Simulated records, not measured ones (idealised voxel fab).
voxel quadruple lines: a process module
Cross-section cut: width 280 nm, square cells of 5 nm.
When this document writes out a cross-section, it uses a grid of square cells and lists it as bands, beginning at the top and moving down, with a band standing for one or more rows of cells.
This entry defines a band. It first specifies the height of the band's top and the height of its bottom in nm, and then specifies the band's materials from left to right, stating each material with its width in nm. The word "everywhere" identifies a single material that fills the band from edge to edge, while the word "blank" identifies empty space.
Height datum 0, below which the as-received substrate wafer is one material. Lowest band open at the bottom, running downward: "0 -> down".
The notation "30 to 40" denotes a width that varies across the rows of cells in the band, beginning at the first number in the top row, finishing at the second number in the bottom row, and changing by an identical amount from each row to the next.
Where the words "remained unchanged" appear for a step, the cross-section shows no cell changed by that step; every cell remained as before.
closed voids: empty space of 8 cells or more with no open way to the top, each as width x height at its distance from the left edge, in nm
Heads up: the bit after the settings on a step's line is the simulator's remark on that step.
"overlay nm" denotes, for a step that has a mask, the displacement of the mask to the right of its planned place, with negative values corresponding to the left.
-- The planned process steps are enumerated hereunder
1,RECEIVE,material Si
2,CONFORMAL_DEP,material SiO2,thk nm 5
3,DIRECTIONAL_DEP,material W,thk nm 10
4,DIRECTIONAL_DEP,material polySi,thk nm 15
5,DIRECTIONAL_DEP,material aC,thk nm 25
6,PATTERN,tone cover,mask id MANDREL,material resist,width nm 30,thk nm 35,overlay nm 0
7,DIRECTIONAL_ETCH,etch materials aC,depth nm 25
8,STRIP,etch materials resist
9,CONFORMAL_DEP,material SiO2,thk nm 10
10,DIRECTIONAL_ETCH,etch materials SiO2,depth nm 10
11,STRIP,etch materials aC
12,DIRECTIONAL_ETCH,etch materials polySi,depth nm 15
13,STRIP,etch materials SiO2
14,CONFORMAL_DEP,material SiN,thk nm 10
15,DIRECTIONAL_ETCH,etch materials SiN,depth nm 10
16,STRIP,etch materials polySi
17,DIRECTIONAL_ETCH,etch materials W,depth nm 10
18,STRIP,etch materials SiN
-- Incoming wafer in cross-section (state: after step 1)
> 0 -> down: Si everywhere
> closed voids: none
-- First wafer of two, sectioned at end of module; run went per plan
> 15 -> 5: 105 of blank, 10 of W, 10 of blank, 10 of W, 10 of blank, 10 of W, 10 of blank, 10 of W, 105 of blank
> 5 -> 0: SiO2 everywhere
> 0 -> down: Si everywhere
> closed voids: none
-- Same start, same plan as the first wafer - but one mistake in the run. Cross-section of the second of the two at the end of the module
> 15 -> 5: 105 of blank, 10 of W, 10 of blank, 10 of W, 10 of blank, 10 of W, 10 of blank, 10 of W, 105 of blank
> 5 -> 0: aC everywhere
> 0 -> down: Si everywhere
> closed voids: none
Plan not followed: step 2 was run on a setting that differed from the plan, and what really ran there is CONFORMAL_DEP,material aC,thk nm 5
It is noted that, at the conclusion of processing, the second wafer exhibits a higher or lower cell count for certain materials relative to the first: -56 SiO2 | +56 aC
